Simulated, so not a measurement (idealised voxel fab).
process module | voxel wiring stack
cross-section cut | 215 nm wide | cells 5 nm
A cross-section is a grid of square cells, given in bands from the top down. A band is one or more rows of cells.
Each band's line starts with the height of the band's top and of its bottom, in nm. Then come its materials from left to right, each with its width in nm. One material with "throughout" fills the band from edge to edge. "air" is empty space.
Height 0 is the level under which the wafer as received is all one material. The lowest band goes on downwards, as in "0 down".
A width such as "30 to 40" changes by the same amount from each row of cells to the next, from the band's top row to its bottom row.
"no change" after a step means that no cell of the cross-section changed.
closed voids: empty space of 8 cells or more with no open way to the top, each as width x height at its distance from the left edge, in nm
after a step's settings: what the simulator itself notes on the step
overlay nm, on a step with a mask: how far to the right of its planned place the mask lay; to the left if negative
plan
1 op RECEIVE | material Si
2 op CONFORMAL_DEP | material SiO2 | thk nm 15
3 op CONFORMAL_DEP | material SiCN | thk nm 5
4 op DIRECTIONAL_DEP | material SiO2 | thk nm 25
5 op PATTERN | tone open | mask id METAL_1 | material resist | width nm 20 | pitch nm 45 | thk nm 15 | overlay nm 0
6 op DIRECTIONAL_ETCH | etch materials SiO2 | depth nm 25
7 op DIRECTIONAL_ETCH | etch materials SiCN | depth nm 5
8 op STRIP | etch materials resist
9 op CONFORMAL_DEP | material TiN | thk nm 5
10 op FILL_DEP | material W | thk nm 10
11 op CMP | height nm 45
12 op CONFORMAL_DEP | material SiCN | thk nm 5
13 op DIRECTIONAL_DEP | material lowk | thk nm 10
14 op PATTERN | tone open | mask id PLUG_1 | material resist | width nm 15 | pitch nm 90 | thk nm 20 | overlay nm 0
15 op DIRECTIONAL_ETCH | etch materials lowk | depth nm 10
16 op DIRECTIONAL_ETCH | etch materials SiCN | depth nm 5
17 op STRIP | etch materials resist
18 op CONFORMAL_DEP | material TiN | thk nm 5
19 op FILL_DEP | material Cu | thk nm 5
20 op CMP | height nm 60
21 op CONFORMAL_DEP | material SiCN | thk nm 5
22 op DIRECTIONAL_DEP | material lowk | thk nm 20
23 op DIRECTIONAL_DEP | material aC | thk nm 15
24 op PATTERN | tone open | mask id METAL_2 | material resist | width nm 20 | pitch nm 45 | thk nm 30 | overlay nm 0
25 op DIRECTIONAL_ETCH | etch materials aC | depth nm 15
26 op STRIP | etch materials resist
27 op DIRECTIONAL_ETCH | etch materials lowk | depth nm 20
28 op DIRECTIONAL_ETCH | etch materials SiCN | depth nm 5
29 op STRIP | etch materials aC
30 op CONFORMAL_DEP | material TiN | thk nm 5
31 op FILL_DEP | material Ru | thk nm 10
32 op CMP | height nm 85
33 op CONFORMAL_DEP | material SiCN | thk nm 5
34 op DIRECTIONAL_DEP | material SiO2 | thk nm 30
35 op PATTERN | tone open | mask id METAL_3 | material resist | width nm 20 | pitch nm 45 | thk nm 20 | overlay nm 0
36 op DIRECTIONAL_ETCH | etch materials SiO2 | depth nm 20
37 op STRIP | etch materials resist
38 op MASKED_ETCH | tone open | mask id METAL_3_HOLES | width nm 15 | pitch nm 90 | etch materials SiO2 | depth nm 10 | overlay nm 0
39 op MASKED_ETCH | tone open | mask id METAL_3_HOLES | width nm 15 | pitch nm 90 | etch materials SiCN | depth nm 5 | overlay nm 0
40 op CONFORMAL_DEP | material TiN | thk nm 5
41 op FILL_DEP | material Cu | thk nm 5
42 op CMP | height nm 120
43 op CONFORMAL_DEP | material SiCN | thk nm 5
first wafer, as planned
as received, after step 1
  0 down: Si throughout
  closed voids: none
after step 2
  15 to 0: SiO2 throughout
  below 0: unchanged
after step 3
  20 to 15: SiCN throughout
  below 15: unchanged
after step 4
  45 to 20: SiO2 throughout
  below 20: unchanged
after step 5
  60 to 45: resist 50 | air 20 | resist 25 | air 20 | resist 25 | air 20 | resist 55
  below 45: unchanged
after step 6
  60 to 45: resist 50 | air 20 | resist 25 | air 20 | resist 25 | air 20 | resist 55
  45 to 20: SiO2 50 | air 20 | SiO2 25 | air 20 | SiO2 25 | air 20 | SiO2 55
  below 20: unchanged
after step 7
  60 to 45: resist 50 | air 20 | resist 25 | air 20 | resist 25 | air 20 | resist 55
  45 to 20: SiO2 50 | air 20 | SiO2 25 | air 20 | SiO2 25 | air 20 | SiO2 55
  20 to 15: SiCN 50 | air 20 | SiCN 25 | air 20 | SiCN 25 | air 20 | SiCN 55
  below 15: unchanged
after step 8
  45 to 20: SiO2 50 | air 20 | SiO2 25 | air 20 | SiO2 25 | air 20 | SiO2 55
  below 20: unchanged
after step 9
  50 to 45: TiN 55 | air 10 | TiN 35 | air 10 | TiN 35 | air 10 | TiN 60
  45 to 20: SiO2 50 | TiN 5 | air 10 | TiN 5 | SiO2 25 | TiN 5 | air 10 | TiN 5 | SiO2 25 | TiN 5 | air 10 | TiN 5 | SiO2 55
  20 to 15: SiCN 50 | TiN 20 | SiCN 25 | TiN 20 | SiCN 25 | TiN 20 | SiCN 55
  below 15: unchanged
after step 10
  60 to 50: W throughout
  50 to 45: TiN 55 | W 10 | TiN 35 | W 10 | TiN 35 | W 10 | TiN 60
  45 to 20: SiO2 50 | TiN 5 | W 10 | TiN 5 | SiO2 25 | TiN 5 | W 10 | TiN 5 | SiO2 25 | TiN 5 | W 10 | TiN 5 | SiO2 55
  below 20: unchanged
after step 11
  45 to 20: SiO2 50 | TiN 5 | W 10 | TiN 5 | SiO2 25 | TiN 5 | W 10 | TiN 5 | SiO2 25 | TiN 5 | W 10 | TiN 5 | SiO2 55
  below 20: unchanged
after step 12
  50 to 45: SiCN throughout
  below 45: unchanged
after step 13
  60 to 50: lowk throughout
  below 50: unchanged
after step 14
  80 to 60: resist 50 | air 15 | resist 75 | air 15 | resist 60
  below 60: unchanged
after step 15
  80 to 60: resist 50 | air 15 | resist 75 | air 15 | resist 60
  60 to 50: lowk 50 | air 15 | lowk 75 | air 15 | lowk 60
  below 50: unchanged
after step 16
  80 to 60: resist 50 | air 15 | resist 75 | air 15 | resist 60
  60 to 50: lowk 50 | air 15 | lowk 75 | air 15 | lowk 60
  50 to 45: SiCN 50 | air 15 | SiCN 75 | air 15 | SiCN 60
  below 45: unchanged
after step 17
  60 to 50: lowk 50 | air 15 | lowk 75 | air 15 | lowk 60
  below 50: unchanged
after step 18
  65 to 60: TiN 55 | air 5 | TiN 85 | air 5 | TiN 65
  60 to 50: lowk 50 | TiN 5 | air 5 | TiN 5 | lowk 75 | TiN 5 | air 5 | TiN 5 | lowk 60
  50 to 45: SiCN 50 | TiN 15 | SiCN 75 | TiN 15 | SiCN 60
  below 45: unchanged
after step 19
  70 to 65: Cu throughout
  65 to 60: TiN 55 | Cu 5 | TiN 85 | Cu 5 | TiN 65
  60 to 50: lowk 50 | TiN 5 | Cu 5 | TiN 5 | lowk 75 | TiN 5 | Cu 5 | TiN 5 | lowk 60
  below 50: unchanged
after step 20
  60 to 50: lowk 50 | TiN 5 | Cu 5 | TiN 5 | lowk 75 | TiN 5 | Cu 5 | TiN 5 | lowk 60
  below 50: unchanged
after step 21
  65 to 60: SiCN throughout
  below 60: unchanged
after step 22
  85 to 65: lowk throughout
  below 65: unchanged
after step 23
  100 to 85: aC throughout
  below 85: unchanged
after step 24
  130 to 100: resist 50 | air 20 | resist 25 | air 20 | resist 25 | air 20 | resist 55
  below 100: unchanged
after step 25
  115 to 100: resist 50 | air 20 | resist 25 | air 20 | resist 25 | air 20 | resist 55
  100 to 85: aC 50 | air 20 | aC 25 | air 20 | aC 25 | air 20 | aC 55
  below 85: unchanged
after step 26
  100 to 85: aC 50 | air 20 | aC 25 | air 20 | aC 25 | air 20 | aC 55
  below 85: unchanged
after step 27
  100 to 85: aC 50 | air 20 | aC 25 | air 20 | aC 25 | air 20 | aC 55
  85 to 65: lowk 50 | air 20 | lowk 25 | air 20 | lowk 25 | air 20 | lowk 55
  below 65: unchanged
after step 28
  100 to 85: aC 50 | air 20 | aC 25 | air 20 | aC 25 | air 20 | aC 55
  85 to 65: lowk 50 | air 20 | lowk 25 | air 20 | lowk 25 | air 20 | lowk 55
  65 to 60: SiCN 50 | air 20 | SiCN 25 | air 20 | SiCN 25 | air 20 | SiCN 55
  below 60: unchanged
after step 29
  85 to 65: lowk 50 | air 20 | lowk 25 | air 20 | lowk 25 | air 20 | lowk 55
  below 65: unchanged
after step 30
  90 to 85: TiN 55 | air 10 | TiN 35 | air 10 | TiN 35 | air 10 | TiN 60
  85 to 65: lowk 50 | TiN 5 | air 10 | TiN 5 | lowk 25 | TiN 5 | air 10 | TiN 5 | lowk 25 | TiN 5 | air 10 | TiN 5 | lowk 55
  65 to 60: SiCN 50 | TiN 20 | SiCN 25 | TiN 20 | SiCN 25 | TiN 20 | SiCN 55
  below 60: unchanged
after step 31
  100 to 90: Ru throughout
  90 to 85: TiN 55 | Ru 10 | TiN 35 | Ru 10 | TiN 35 | Ru 10 | TiN 60
  85 to 65: lowk 50 | TiN 5 | Ru 10 | TiN 5 | lowk 25 | TiN 5 | Ru 10 | TiN 5 | lowk 25 | TiN 5 | Ru 10 | TiN 5 | lowk 55
  below 65: unchanged
after step 32
  85 to 65: lowk 50 | TiN 5 | Ru 10 | TiN 5 | lowk 25 | TiN 5 | Ru 10 | TiN 5 | lowk 25 | TiN 5 | Ru 10 | TiN 5 | lowk 55
  below 65: unchanged
after step 33
  90 to 85: SiCN throughout
  below 85: unchanged
after step 34
  120 to 90: SiO2 throughout
  below 90: unchanged
after step 35
  140 to 120: resist 50 | air 20 | resist 25 | air 20 | resist 25 | air 20 | resist 55
  below 120: unchanged
after step 36
  140 to 120: resist 50 | air 20 | resist 25 | air 20 | resist 25 | air 20 | resist 55
  120 to 100: SiO2 50 | air 20 | SiO2 25 | air 20 | SiO2 25 | air 20 | SiO2 55
  below 100: unchanged
after step 37
  120 to 100: SiO2 50 | air 20 | SiO2 25 | air 20 | SiO2 25 | air 20 | SiO2 55
  below 100: unchanged
after step 38
  120 to 100: SiO2 50 | air 20 | SiO2 25 | air 20 | SiO2 25 | air 20 | SiO2 55
  100 to 90: SiO2 50 | air 15 | SiO2 75 | air 15 | SiO2 60
  below 90: unchanged
after step 39
  120 to 100: SiO2 50 | air 20 | SiO2 25 | air 20 | SiO2 25 | air 20 | SiO2 55
  100 to 90: SiO2 50 | air 15 | SiO2 75 | air 15 | SiO2 60
  90 to 85: SiCN 50 | air 15 | SiCN 75 | air 15 | SiCN 60
  below 85: unchanged
after step 40
  125 to 120: TiN 55 | air 10 | TiN 35 | air 10 | TiN 35 | air 10 | TiN 60
  120 to 105: SiO2 50 | TiN 5 | air 10 | TiN 5 | SiO2 25 | TiN 5 | air 10 | TiN 5 | SiO2 25 | TiN 5 | air 10 | TiN 5 | SiO2 55
  105 to 100: SiO2 50 | TiN 5 | air 5 | TiN 10 | SiO2 25 | TiN 20 | SiO2 25 | TiN 5 | air 5 | TiN 10 | SiO2 55
  100 to 90: SiO2 50 | TiN 5 | air 5 | TiN 5 | SiO2 75 | TiN 5 | air 5 | TiN 5 | SiO2 60
  90 to 85: SiCN 50 | TiN 15 | SiCN 75 | TiN 15 | SiCN 60
  below 85: unchanged
after step 41
  130 to 125: Cu throughout
  125 to 120: TiN 55 | Cu 10 | TiN 35 | Cu 10 | TiN 35 | Cu 10 | TiN 60
  120 to 105: SiO2 50 | TiN 5 | Cu 10 | TiN 5 | SiO2 25 | TiN 5 | Cu 10 | TiN 5 | SiO2 25 | TiN 5 | Cu 10 | TiN 5 | SiO2 55
  105 to 100: SiO2 50 | TiN 5 | Cu 5 | TiN 10 | SiO2 25 | TiN 20 | SiO2 25 | TiN 5 | Cu 5 | TiN 10 | SiO2 55
  100 to 90: SiO2 50 | TiN 5 | Cu 5 | TiN 5 | SiO2 75 | TiN 5 | Cu 5 | TiN 5 | SiO2 60
  below 90: unchanged
after step 42
  120 to 105: SiO2 50 | TiN 5 | Cu 10 | TiN 5 | SiO2 25 | TiN 5 | Cu 10 | TiN 5 | SiO2 25 | TiN 5 | Cu 10 | TiN 5 | SiO2 55
  below 105: unchanged
after step 43
  125 to 120: SiCN throughout
  below 120: unchanged
second wafer: like start, like plan, one mistake. Through step 13 it matches the first wafer
when step 14 should have ended
  80 to 60: resist 45 | air 25 | resist 65 | air 25 | resist 55
  below 60: unchanged
when step 15 should have ended
  80 to 60: resist 45 | air 25 | resist 65 | air 25 | resist 55
  60 to 50: lowk 45 | air 25 | lowk 65 | air 25 | lowk 55
  below 50: unchanged
when step 16 should have ended
  80 to 60: resist 45 | air 25 | resist 65 | air 25 | resist 55
  60 to 50: lowk 45 | air 25 | lowk 65 | air 25 | lowk 55
  50 to 45: SiCN 45 | air 25 | SiCN 65 | air 25 | SiCN 55
  below 45: unchanged
when step 17 should have ended
  60 to 50: lowk 45 | air 25 | lowk 65 | air 25 | lowk 55
  below 50: unchanged
when step 18 should have ended
  65 to 60: TiN 50 | air 15 | TiN 75 | air 15 | TiN 60
  60 to 50: lowk 45 | TiN 5 | air 15 | TiN 5 | lowk 65 | TiN 5 | air 15 | TiN 5 | lowk 55
  50 to 45: SiCN 45 | TiN 25 | SiCN 65 | TiN 25 | SiCN 55
  below 45: unchanged
when step 19 should have ended
  70 to 65: Cu throughout
  65 to 60: TiN 50 | Cu 15 | TiN 75 | Cu 15 | TiN 60
  60 to 50: lowk 45 | TiN 5 | Cu 15 | TiN 5 | lowk 65 | TiN 5 | Cu 15 | TiN 5 | lowk 55
  below 50: unchanged
when step 20 should have ended
  60 to 50: lowk 45 | TiN 5 | Cu 15 | TiN 5 | lowk 65 | TiN 5 | Cu 15 | TiN 5 | lowk 55
  below 50: unchanged
when step 21 should have ended
  65 to 60: SiCN throughout
  below 60: unchanged
when step 22 should have ended
  85 to 65: lowk throughout
  below 65: unchanged
when step 23 should have ended
  100 to 85: aC throughout
  below 85: unchanged
when step 24 should have ended
  130 to 100: resist 50 | air 20 | resist 25 | air 20 | resist 25 | air 20 | resist 55
  below 100: unchanged
when step 25 should have ended
  115 to 100: resist 50 | air 20 | resist 25 | air 20 | resist 25 | air 20 | resist 55
  100 to 85: aC 50 | air 20 | aC 25 | air 20 | aC 25 | air 20 | aC 55
  below 85: unchanged
when step 26 should have ended
  100 to 85: aC 50 | air 20 | aC 25 | air 20 | aC 25 | air 20 | aC 55
  below 85: unchanged
when step 27 should have ended
  100 to 85: aC 50 | air 20 | aC 25 | air 20 | aC 25 | air 20 | aC 55
  85 to 65: lowk 50 | air 20 | lowk 25 | air 20 | lowk 25 | air 20 | lowk 55
  below 65: unchanged
when step 28 should have ended
  100 to 85: aC 50 | air 20 | aC 25 | air 20 | aC 25 | air 20 | aC 55
  85 to 65: lowk 50 | air 20 | lowk 25 | air 20 | lowk 25 | air 20 | lowk 55
  65 to 60: SiCN 50 | air 20 | SiCN 25 | air 20 | SiCN 25 | air 20 | SiCN 55
  below 60: unchanged
when step 29 should have ended
  85 to 65: lowk 50 | air 20 | lowk 25 | air 20 | lowk 25 | air 20 | lowk 55
  below 65: unchanged
when step 30 should have ended
  90 to 85: TiN 55 | air 10 | TiN 35 | air 10 | TiN 35 | air 10 | TiN 60
  85 to 65: lowk 50 | TiN 5 | air 10 | TiN 5 | lowk 25 | TiN 5 | air 10 | TiN 5 | lowk 25 | TiN 5 | air 10 | TiN 5 | lowk 55
  65 to 60: SiCN 50 | TiN 20 | SiCN 25 | TiN 20 | SiCN 25 | TiN 20 | SiCN 55
  below 60: unchanged
when step 31 should have ended
  100 to 90: Ru throughout
  90 to 85: TiN 55 | Ru 10 | TiN 35 | Ru 10 | TiN 35 | Ru 10 | TiN 60
  85 to 65: lowk 50 | TiN 5 | Ru 10 | TiN 5 | lowk 25 | TiN 5 | Ru 10 | TiN 5 | lowk 25 | TiN 5 | Ru 10 | TiN 5 | lowk 55
  below 65: unchanged
when step 32 should have ended
  85 to 65: lowk 50 | TiN 5 | Ru 10 | TiN 5 | lowk 25 | TiN 5 | Ru 10 | TiN 5 | lowk 25 | TiN 5 | Ru 10 | TiN 5 | lowk 55
  below 65: unchanged
when step 33 should have ended
  90 to 85: SiCN throughout
  below 85: unchanged
when step 34 should have ended
  120 to 90: SiO2 throughout
  below 90: unchanged
when step 35 should have ended
  140 to 120: resist 50 | air 20 | resist 25 | air 20 | resist 25 | air 20 | resist 55
  below 120: unchanged
when step 36 should have ended
  140 to 120: resist 50 | air 20 | resist 25 | air 20 | resist 25 | air 20 | resist 55
  120 to 100: SiO2 50 | air 20 | SiO2 25 | air 20 | SiO2 25 | air 20 | SiO2 55
  below 100: unchanged
when step 37 should have ended
  120 to 100: SiO2 50 | air 20 | SiO2 25 | air 20 | SiO2 25 | air 20 | SiO2 55
  below 100: unchanged
when step 38 should have ended
  120 to 100: SiO2 50 | air 20 | SiO2 25 | air 20 | SiO2 25 | air 20 | SiO2 55
  100 to 90: SiO2 50 | air 15 | SiO2 75 | air 15 | SiO2 60
  below 90: unchanged
when step 39 should have ended
  120 to 100: SiO2 50 | air 20 | SiO2 25 | air 20 | SiO2 25 | air 20 | SiO2 55
  100 to 90: SiO2 50 | air 15 | SiO2 75 | air 15 | SiO2 60
  90 to 85: SiCN 50 | air 15 | SiCN 75 | air 15 | SiCN 60
  below 85: unchanged
when step 40 should have ended
  125 to 120: TiN 55 | air 10 | TiN 35 | air 10 | TiN 35 | air 10 | TiN 60
  120 to 105: SiO2 50 | TiN 5 | air 10 | TiN 5 | SiO2 25 | TiN 5 | air 10 | TiN 5 | SiO2 25 | TiN 5 | air 10 | TiN 5 | SiO2 55
  105 to 100: SiO2 50 | TiN 5 | air 5 | TiN 10 | SiO2 25 | TiN 20 | SiO2 25 | TiN 5 | air 5 | TiN 10 | SiO2 55
  100 to 90: SiO2 50 | TiN 5 | air 5 | TiN 5 | SiO2 75 | TiN 5 | air 5 | TiN 5 | SiO2 60
  90 to 85: SiCN 50 | TiN 15 | SiCN 75 | TiN 15 | SiCN 60
  below 85: unchanged
when step 41 should have ended
  130 to 125: Cu throughout
  125 to 120: TiN 55 | Cu 10 | TiN 35 | Cu 10 | TiN 35 | Cu 10 | TiN 60
  120 to 105: SiO2 50 | TiN 5 | Cu 10 | TiN 5 | SiO2 25 | TiN 5 | Cu 10 | TiN 5 | SiO2 25 | TiN 5 | Cu 10 | TiN 5 | SiO2 55
  105 to 100: SiO2 50 | TiN 5 | Cu 5 | TiN 10 | SiO2 25 | TiN 20 | SiO2 25 | TiN 5 | Cu 5 | TiN 10 | SiO2 55
  100 to 90: SiO2 50 | TiN 5 | Cu 5 | TiN 5 | SiO2 75 | TiN 5 | Cu 5 | TiN 5 | SiO2 60
  below 90: unchanged
when step 42 should have ended
  120 to 105: SiO2 50 | TiN 5 | Cu 10 | TiN 5 | SiO2 25 | TiN 5 | Cu 10 | TiN 5 | SiO2 25 | TiN 5 | Cu 10 | TiN 5 | SiO2 55
  below 105: unchanged
when step 43 should have ended
  125 to 120: SiCN throughout
  below 120: unchanged
what went wrong: step 14 ran as: op PATTERN | tone open | mask id PLUG_1 | material resist | width nm 25 | pitch nm 90 | thk nm 20 | overlay nm 0
at the end the second wafer has, in cells: 8 more of Cu | 4 fewer of SiCN | 4 more of TiN | 8 fewer of lowk
